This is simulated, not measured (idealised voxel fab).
The following process module bears the name voxel ribs on slabs.
Cross-section cut: width 145 nm, square cells of 5 nm.
The cross-sections in this document take the form of a grid made of square cells. They are written out as bands, in order from top to bottom. Each band consists of one or more rows of cells.
Top, bottom (nm), then materials left to right with widths (nm); lone material tagged "full width" fills the whole band edge to edge; "air" = empty space.
Measure heights from 0. That's the level where, below it, the as-received wafer is all one material. The lowest band is bottomless and extends downward; write it as in "0 -> down".
Top row gets the first number, bottom row gets the second, and each row in between changes by the same step: that is how a band width like "30->40" works.
No cell of the cross-section changed in a step that is given as "all unchanged".
"Cavities, closed" specifies each empty space that is not open to the top and that occupies no fewer than 8 cells, using the form width x height at distance, the distance measured from the left edge and all three quantities in nm.
On each step's line, the part that comes after the settings is the simulator's own comment on the step.
The optional step-line setting "overlay nm" applies to steps with a mask and quantifies how far to the right of its planned location the mask lay, a negative value indicating leftward placement.
Process steps foreseen in the plan
step 1: RECEIVE [material Si]
step 2: DIRECTIONAL_DEP [material SiO2] [thk nm 30]
step 3: DIRECTIONAL_DEP [material polySi] [thk nm 20]
step 4: DIRECTIONAL_DEP [material aC] [thk nm 15]
step 5: PATTERN [tone cover] [mask id RIB] [material resist] [width nm 30] [thk nm 35] [overlay nm 0]
step 6: DIRECTIONAL_ETCH [etch materials aC] [depth nm 15]
step 7: STRIP [etch materials resist]
step 8: DIRECTIONAL_ETCH [etch materials polySi] [depth nm 15]
step 9: STRIP [etch materials aC]
step 10: PATTERN [tone cover] [mask id SLAB] [material resist] [width nm 90] [thk nm 15] [overlay nm 0]
step 11: DIRECTIONAL_ETCH [etch materials polySi] [depth nm 5]
step 12: STRIP [etch materials resist]
step 13: FILL_DEP [material SiO2] [thk nm 25]
step 14: CMP [height nm 70]
step 15: DIRECTIONAL_DEP [material TiN] [thk nm 5]
step 16: PATTERN [tone cover] [mask id HEATER] [material resist] [width nm 40] [thk nm 15] [overlay nm 0]
step 17: DIRECTIONAL_ETCH [etch materials TiN] [depth nm 5]
step 18: STRIP [etch materials resist]
step 19: CONFORMAL_DEP [material SiO2] [thk nm 10]
Cross-section of the wafer as it came to us, i.e., already through step 1
- 0 -> down = Si full width
- Cavities, closed: none
Here's the wafer cut in cross-section after the module, started and planned just like above, except one thing was done wrong in the run
- 75 -> 70 = air=50, then TiN=40, then air=55
- 70 -> 50 = SiO2 full width
- 50 -> 35 = SiO2=55, then polySi=30, then SiO2=60
- 35 -> 30 = SiO2=25, then polySi=90, then SiO2=30
- 30 -> 0 = SiO2 full width
- 0 -> down = Si full width
- Cavities, closed: none
Heads up, the wafer didn't run the way we planned it: with respect to the plan, step 19 was omitted and not executed
